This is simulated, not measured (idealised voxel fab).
The process module that follows is named voxel wiring stack.
Square cell edge 5 nm, section width 225 nm, ID cut.
In what follows, cross-sections appear as grids of square cells, described through bands that run from the top down, where every band is one or more rows of cells.
The band entry comprises the height of the band's top followed by the height of its bottom, expressed in nm, and subsequently the band's materials from left to right, each stated together with its width in nm. Where a single material is marked with the word "everywhere", that material fills the band from edge to edge. The word "blank" represents empty space.
Zero point of the height axis is 0; under it, received wafer = one material. Lowest band: continues down indefinitely, "0 -> down".
Width: "30..40" (first number = top row, second number = bottom row, same change from row to row of cells).
Reading "no modifications" for a step: not a cell of the cross-section changed in it.
What "closed voids" gives you is every empty space of 8 cells or more that is cut off from the top. Each appears as width x height at distance, with the distance taken from the left edge and width, height and distance all in nm.
If you see something after the settings on a step's line, that's the simulator's own remark about that step.
overlay nm: mask right of planned place by this much (step with mask). Neg. = left.
# Process steps - plan
| 1 | RECEIVE | material Si |
| 2 | CONFORMAL_DEP | material SiO2 | thk nm 10 |
| 3 | CONFORMAL_DEP | material SiN | thk nm 5 |
| 4 | DIRECTIONAL_DEP | material SiO2 | thk nm 20 |
| 5 | DIRECTIONAL_DEP | material aC | thk nm 10 |
| 6 | PATTERN | tone open | mask id METAL_1 | material resist | width nm 30 | pitch nm 55 | thk nm 25 | overlay nm 0 |
| 7 | DIRECTIONAL_ETCH | etch materials aC | depth nm 10 |
| 8 | STRIP | etch materials resist |
| 9 | DIRECTIONAL_ETCH | etch materials SiO2 | depth nm 20 |
| 10 | DIRECTIONAL_ETCH | etch materials SiN | depth nm 5 |
| 11 | STRIP | etch materials aC |
| 12 | CONFORMAL_DEP | material TiN | thk nm 5 |
| 13 | FILL_DEP | material Cu | thk nm 5 |
| 14 | CMP | height nm 35 |
| 15 | CONFORMAL_DEP | material SiCN | thk nm 5 |
| 16 | DIRECTIONAL_DEP | material lowk | thk nm 10 |
| 17 | DIRECTIONAL_DEP | material aC | thk nm 10 |
| 18 | PATTERN | tone open | mask id PLUG_1 | material resist | width nm 15 | thk nm 30 | overlay nm 0 |
| 19 | DIRECTIONAL_ETCH | etch materials aC | depth nm 10 |
| 20 | STRIP | etch materials resist |
| 21 | DIRECTIONAL_ETCH | etch materials lowk | depth nm 10 |
| 22 | DIRECTIONAL_ETCH | etch materials SiCN | depth nm 5 |
| 23 | STRIP | etch materials aC |
| 24 | EPI | material Ru | thk nm 10 |
| 25 | EPI | material Ru | thk nm 5 |
| 26 | CONFORMAL_DEP | material SiN | thk nm 5 |
| 27 | DIRECTIONAL_DEP | material lowk | thk nm 15 |
| 28 | DIRECTIONAL_DEP | material aC | thk nm 15 |
| 29 | PATTERN | tone open | mask id METAL_2 | material resist | width nm 30 | pitch nm 55 | thk nm 30 | overlay nm -15 |
| 30 | DIRECTIONAL_ETCH | etch materials aC | depth nm 15 |
| 31 | STRIP | etch materials resist |
| 32 | DIRECTIONAL_ETCH | etch materials lowk | depth nm 15 |
| 33 | DIRECTIONAL_ETCH | etch materials SiN | depth nm 5 |
| 34 | STRIP | etch materials aC |
| 35 | CONFORMAL_DEP | material TiN | thk nm 5 |
| 36 | FILL_DEP | material Ru | thk nm 10 |
| 37 | CMP | height nm 70 |
| 38 | CONFORMAL_DEP | material SiCN | thk nm 5 |
| 39 | DIRECTIONAL_DEP | material SiO2 | thk nm 30 |
| 40 | PATTERN | tone open | mask id METAL_3_HOLES | material resist | width nm 15 | thk nm 20 | overlay nm 0 |
| 41 | DIRECTIONAL_ETCH | etch materials SiO2 | depth nm 30 |
| 42 | STRIP | etch materials resist |
| 43 | MASKED_ETCH | tone open | mask id METAL_3 | width nm 30 | pitch nm 55 | etch materials SiO2 | depth nm 15 | overlay nm 0 |
| 44 | MASKED_ETCH | tone open | mask id METAL_3 | width nm 30 | pitch nm 55 | etch materials SiCN | depth nm 5 | overlay nm 0 |
| 45 | CONFORMAL_DEP | material TiN | thk nm 5 |
| 46 | FILL_DEP | material Ru | thk nm 10 |
| 47 | CMP | height nm 105 |
| 48 | CONFORMAL_DEP | material SiCN | thk nm 5 |
The plan's step 29 overlay nm is the first wafer's value; the wafers differ in this setting and start identical.
# As-received cross-section, first of several wafers, post step 1
- 0 -> down  Si everywhere
- closed voids: none
# The figure below presents a cross-section of the first of several wafers at the conclusion of the module, following its last step, step 48
- 110 -> 105  SiCN everywhere
- 105 -> 95  SiO2 (70) | TiN (5) | Ru (20) | TiN (5) | SiO2 (25) | TiN (5) | Ru (20) | TiN (5) | SiO2 (70)
- 95 -> 90  SiO2 (70) | TiN (5) | Ru (5) | TiN (20) | SiO2 (25) | TiN (30) | SiO2 (70)
- 90 -> 75  SiO2 (70) | TiN (5) | Ru (5) | TiN (5) | SiO2 (140)
- 75 -> 70  SiCN (70) | TiN (15) | SiCN (140)
- 70 -> 55  lowk (55) | TiN (5) | Ru (20) | TiN (5) | lowk (25) | TiN (5) | Ru (20) | TiN (5) | lowk (85)
- 55 -> 50  SiN (55) | TiN (30) | SiN (25) | TiN (30) | SiN (85)
- 50 -> 40  lowk (70) | Ru (15) | lowk (140)
- 40 -> 35  SiCN (70) | Ru (15) | SiCN (140)
- 35 -> 15  SiO2 (70) | TiN (5) | Cu (20) | TiN (5) | SiO2 (25) | TiN (5) | Cu (20) | TiN (5) | SiO2 (70)
- 15 -> 10  SiN (70) | TiN (30) | SiN (25) | TiN (30) | SiN (70)
- 10 -> 0  SiO2 everywhere
- 0 -> down  Si everywhere
- closed voids: none
# Cross-section at module completion, last wafer
- 110 -> 105  SiCN everywhere
- 105 -> 95  SiO2 (70) | TiN (5) | Ru (20) | TiN (5) | SiO2 (25) | TiN (5) | Ru (20) | TiN (5) | SiO2 (70)
- 95 -> 90  SiO2 (70) | TiN (5) | Ru (5) | TiN (20) | SiO2 (25) | TiN (30) | SiO2 (70)
- 90 -> 75  SiO2 (70) | TiN (5) | Ru (5) | TiN (5) | SiO2 (140)
- 75 -> 70  SiCN (70) | TiN (15) | SiCN (140)
- 70 -> 55  lowk (85) | TiN (5) | Ru (20) | TiN (5) | lowk (25) | TiN (5) | Ru (20) | TiN (5) | lowk (55)
- 55 -> 50  SiN (85) | TiN (30) | SiN (25) | TiN (30) | SiN (55)
- 50 -> 40  lowk (70) | Ru (15) | lowk (140)
- 40 -> 35  SiCN (70) | Ru (15) | SiCN (140)
- 35 -> 15  SiO2 (70) | TiN (5) | Cu (20) | TiN (5) | SiO2 (25) | TiN (5) | Cu (20) | TiN (5) | SiO2 (70)
- 15 -> 10  SiN (70) | TiN (30) | SiN (25) | TiN (30) | SiN (70)
- 10 -> 0  SiO2 everywhere
- 0 -> down  Si everywhere
- closed voids: none
# Here is how to read the rows: every wafer has a row, and it shows the wafer at the end of the module, giving for each material how many cells were gained (+) or lost (-) since the wafer was received, then listing its closed voids
overlay nm -15, +32 Cu, +53 Ru, +129 SiCN, +66 SiN, +447 SiO2, +80 TiN, +183 lowk, closed voids: none
overlay nm -10, +32 Cu, +53 Ru, +129 SiCN, +66 SiN, +447 SiO2, +80 TiN, +183 lowk, closed voids: none
overlay nm -5, +32 Cu, +53 Ru, +129 SiCN, +66 SiN, +447 SiO2, +80 TiN, +183 lowk, closed voids: none
overlay nm 0, +32 Cu, +53 Ru, +129 SiCN, +66 SiN, +447 SiO2, +80 TiN, +183 lowk, closed voids: none
overlay nm 5, +32 Cu, +53 Ru, +129 SiCN, +66 SiN, +447 SiO2, +80 TiN, +183 lowk, closed voids: none
overlay nm 10, +32 Cu, +53 Ru, +129 SiCN, +66 SiN, +447 SiO2, +80 TiN, +183 lowk, closed voids: none
overlay nm 15, +32 Cu, +53 Ru, +129 SiCN, +66 SiN, +447 SiO2, +80 TiN, +183 lowk, closed voids: none
